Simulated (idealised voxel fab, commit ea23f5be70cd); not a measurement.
process module | voxel quadruple lines
cross-section cut | 265 nm wide | cells 5 nm
A cross-section is a grid of square cells, given in bands from the top down. A band is one or more rows of cells.
Each band's line starts with the height of the band's top and of its bottom, in nm. Then come its materials from left to right, each with its width in nm. One material with "throughout" fills the band from edge to edge. "air" is empty space.
Height 0 is the level under which the wafer as received is all one material. The lowest band goes on downwards, as in "0 down".
A width such as "30 to 40" changes by the same amount from each row of cells to the next, from the band's top row to its bottom row.
"no change" after a step means that no cell of the cross-section changed.
closed voids: empty space of 8 cells or more with no open way to the top, each as width x height at its distance from the left edge, in nm
after a step's settings: what the simulator itself notes on the step
overlay nm, on a step with a mask: how far to the right of its planned place the mask lay; to the left if negative
plan
1 op RECEIVE | material Si
2 op CONFORMAL_DEP | material SiO2 | thk nm 5
3 op DIRECTIONAL_DEP | material W | thk nm 10
4 op DIRECTIONAL_DEP | material polySi | thk nm 20
5 op DIRECTIONAL_DEP | material aC | thk nm 20
6 op PATTERN | tone cover | mask id MANDREL | material resist | width nm 25 | pitch nm 80 | thk nm 25 | overlay nm 0
7 op DIRECTIONAL_ETCH | etch materials aC | depth nm 20
8 op STRIP | etch materials resist
9 op CONFORMAL_DEP | material SiO2 | thk nm 15
10 op DIRECTIONAL_ETCH | etch materials SiO2 | depth nm 15
11 op STRIP | etch materials aC
12 op DIRECTIONAL_ETCH | etch materials polySi | depth nm 20
13 op STRIP | etch materials SiO2
14 op CONFORMAL_DEP | material SiN | thk nm 5
15 op DIRECTIONAL_ETCH | etch materials SiN | depth nm 5
16 op STRIP | etch materials polySi
17 op DIRECTIONAL_ETCH | etch materials W | depth nm 10
18 op STRIP | etch materials SiN
19 op FILL_DEP | material lowk | thk nm 10
20 op CMP | height nm 15
first wafer, as planned
as received, after step 1
  0 down: Si throughout
  closed voids: none
after step 2
  5 to 0: SiO2 throughout
  below 0: unchanged
after step 3
  15 to 5: W throughout
  below 5: unchanged
after step 4
  35 to 15: polySi throughout
  below 15: unchanged
after step 5
  55 to 35: aC throughout
  below 35: unchanged
after step 6
  80 to 55: air 80 | resist 25 | air 55 | resist 25 | air 80
  below 55: unchanged
after step 7
  60 to 55: air 80 | resist 25 | air 55 | resist 25 | air 80
  55 to 35: air 80 | aC 25 | air 55 | aC 25 | air 80
  below 35: unchanged
after step 8
  55 to 35: air 80 | aC 25 | air 55 | aC 25 | air 80
  below 35: unchanged
after step 9
  70 to 55: air 65 | SiO2 55 | air 25 | SiO2 55 | air 65
  55 to 50: air 65 | SiO2 15 | aC 25 | SiO2 15 | air 25 | SiO2 15 | aC 25 | SiO2 15 | air 65
  50 to 35: SiO2 80 | aC 25 | SiO2 55 | aC 25 | SiO2 80
  below 35: unchanged
after step 10
  55 to 35: air 65 | SiO2 15 | aC 25 | SiO2 15 | air 25 | SiO2 15 | aC 25 | SiO2 15 | air 65
  below 35: unchanged
after step 11
  55 to 35: air 65 | SiO2 15 | air 25 | SiO2 15 | air 25 | SiO2 15 | air 25 | SiO2 15 | air 65
  below 35: unchanged
after step 12
  55 to 35: air 65 | SiO2 15 | air 25 | SiO2 15 | air 25 | SiO2 15 | air 25 | SiO2 15 | air 65
  35 to 15: air 65 | polySi 15 | air 25 | polySi 15 | air 25 | polySi 15 | air 25 | polySi 15 | air 65
  below 15: unchanged
after step 13
  35 to 15: air 65 | polySi 15 | air 25 | polySi 15 | air 25 | polySi 15 | air 25 | polySi 15 | air 65
  below 15: unchanged
after step 14
  40 to 35: air 60 | SiN 25 | air 15 | SiN 25 | air 15 | SiN 25 | air 15 | SiN 25 | air 60
  35 to 20: air 60 | SiN 5 | polySi 15 | SiN 5 | air 15 | SiN 5 | polySi 15 | SiN 5 | air 15 | SiN 5 | polySi 15 | SiN 5 | air 15 | SiN 5 | polySi 15 | SiN 5 | air 60
  20 to 15: SiN 65 | polySi 15 | SiN 25 | polySi 15 | SiN 25 | polySi 15 | SiN 25 | polySi 15 | SiN 65
  below 15: unchanged
after step 15
  35 to 15: air 60 | SiN 5 | polySi 15 | SiN 5 | air 15 | SiN 5 | polySi 15 | SiN 5 | air 15 | SiN 5 | polySi 15 | SiN 5 | air 15 | SiN 5 | polySi 15 | SiN 5 | air 60
  below 15: unchanged
after step 16
  35 to 15: air 60 | SiN 5 | air 15 | SiN 5 | air 15 | SiN 5 | air 15 | SiN 5 | air 15 | SiN 5 | air 15 | SiN 5 | air 15 | SiN 5 | air 15 | SiN 5 | air 60
  below 15: unchanged
after step 17
  35 to 15: air 60 | SiN 5 | air 15 | SiN 5 | air 15 | SiN 5 | air 15 | SiN 5 | air 15 | SiN 5 | air 15 | SiN 5 | air 15 | SiN 5 | air 15 | SiN 5 | air 60
  15 to 5: air 60 | W 5 | air 15 | W 5 | air 15 | W 5 | air 15 | W 5 | air 15 | W 5 | air 15 | W 5 | air 15 | W 5 | air 15 | W 5 | air 60
  below 5: unchanged
after step 18
  15 to 5: air 60 | W 5 | air 15 | W 5 | air 15 | W 5 | air 15 | W 5 | air 15 | W 5 | air 15 | W 5 | air 15 | W 5 | air 15 | W 5 | air 60
  below 5: unchanged
after step 19
  25 to 15: lowk throughout
  15 to 5: lowk 60 | W 5 | lowk 15 | W 5 | lowk 15 | W 5 | lowk 15 | W 5 | lowk 15 | W 5 | lowk 15 | W 5 | lowk 15 | W 5 | lowk 15 | W 5 | lowk 60
  below 5: unchanged
after step 20
  15 to 5: lowk 60 | W 5 | lowk 15 | W 5 | lowk 15 | W 5 | lowk 15 | W 5 | lowk 15 | W 5 | lowk 15 | W 5 | lowk 15 | W 5 | lowk 15 | W 5 | lowk 60
  below 5: unchanged
second wafer: like start, like plan, one mistake. Through step 5 it matches the first wafer
when step 6 should have ended
  80 to 55: air 75 | resist 35 | air 45 | resist 35 | air 75
  below 55: unchanged
when step 7 should have ended
  60 to 55: air 75 | resist 35 | air 45 | resist 35 | air 75
  55 to 35: air 75 | aC 35 | air 45 | aC 35 | air 75
  below 35: unchanged
when step 8 should have ended
  55 to 35: air 75 | aC 35 | air 45 | aC 35 | air 75
  below 35: unchanged
when step 9 should have ended
  70 to 55: air 60 | SiO2 65 | air 15 | SiO2 65 | air 60
  55 to 50: air 60 | SiO2 15 | aC 35 | SiO2 15 | air 15 | SiO2 15 | aC 35 | SiO2 15 | air 60
  50 to 35: SiO2 75 | aC 35 | SiO2 45 | aC 35 | SiO2 75
  below 35: unchanged
when step 10 should have ended
  55 to 35: air 60 | SiO2 15 | aC 35 | SiO2 15 | air 15 | SiO2 15 | aC 35 | SiO2 15 | air 60
  below 35: unchanged
when step 11 should have ended
  55 to 35: air 60 | SiO2 15 | air 35 | SiO2 15 | air 15 | SiO2 15 | air 35 | SiO2 15 | air 60
  below 35: unchanged
when step 12 should have ended
  55 to 35: air 60 | SiO2 15 | air 35 | SiO2 15 | air 15 | SiO2 15 | air 35 | SiO2 15 | air 60
  35 to 15: air 60 | polySi 15 | air 35 | polySi 15 | air 15 | polySi 15 | air 35 | polySi 15 | air 60
  below 15: unchanged
when step 13 should have ended
  35 to 15: air 60 | polySi 15 | air 35 | polySi 15 | air 15 | polySi 15 | air 35 | polySi 15 | air 60
  below 15: unchanged
when step 14 should have ended
  40 to 35: air 55 | SiN 25 | air 25 | SiN 25 | air 5 | SiN 25 | air 25 | SiN 25 | air 55
  35 to 20: air 55 | SiN 5 | polySi 15 | SiN 5 | air 25 | SiN 5 | polySi 15 | SiN 5 | air 5 | SiN 5 | polySi 15 | SiN 5 | air 25 | SiN 5 | polySi 15 | SiN 5 | air 55
  20 to 15: SiN 60 | polySi 15 | SiN 35 | polySi 15 | SiN 15 | polySi 15 | SiN 35 | polySi 15 | SiN 60
  below 15: unchanged
when step 15 should have ended
  35 to 15: air 55 | SiN 5 | polySi 15 | SiN 5 | air 25 | SiN 5 | polySi 15 | SiN 5 | air 5 | SiN 5 | polySi 15 | SiN 5 | air 25 | SiN 5 | polySi 15 | SiN 5 | air 55
  below 15: unchanged
when step 16 should have ended
  35 to 15: air 55 | SiN 5 | air 15 | SiN 5 | air 25 | SiN 5 | air 15 | SiN 5 | air 5 | SiN 5 | air 15 | SiN 5 | air 25 | SiN 5 | air 15 | SiN 5 | air 55
  below 15: unchanged
when step 17 should have ended
  35 to 15: air 55 | SiN 5 | air 15 | SiN 5 | air 25 | SiN 5 | air 15 | SiN 5 | air 5 | SiN 5 | air 15 | SiN 5 | air 25 | SiN 5 | air 15 | SiN 5 | air 55
  15 to 5: air 55 | W 5 | air 15 | W 5 | air 25 | W 5 | air 15 | W 5 | air 5 | W 5 | air 15 | W 5 | air 25 | W 5 | air 15 | W 5 | air 55
  below 5: unchanged
when step 18 should have ended
  15 to 5: air 55 | W 5 | air 15 | W 5 | air 25 | W 5 | air 15 | W 5 | air 5 | W 5 | air 15 | W 5 | air 25 | W 5 | air 15 | W 5 | air 55
  below 5: unchanged
when step 19 should have ended
  25 to 15: lowk throughout
  15 to 5: lowk 55 | W 5 | lowk 15 | W 5 | lowk 25 | W 5 | lowk 15 | W 5 | lowk 5 | W 5 | lowk 15 | W 5 | lowk 25 | W 5 | lowk 15 | W 5 | lowk 55
  below 5: unchanged
when step 20 should have ended
  15 to 5: lowk 55 | W 5 | lowk 15 | W 5 | lowk 25 | W 5 | lowk 15 | W 5 | lowk 5 | W 5 | lowk 15 | W 5 | lowk 25 | W 5 | lowk 15 | W 5 | lowk 55
  below 5: unchanged
what went wrong: step 6 ran as: op PATTERN | tone cover | mask id MANDREL | material resist | width nm 35 | pitch nm 80 | thk nm 25 | overlay nm 0
at the end the second wafer has, in cells: as many of each material as the first, in other places
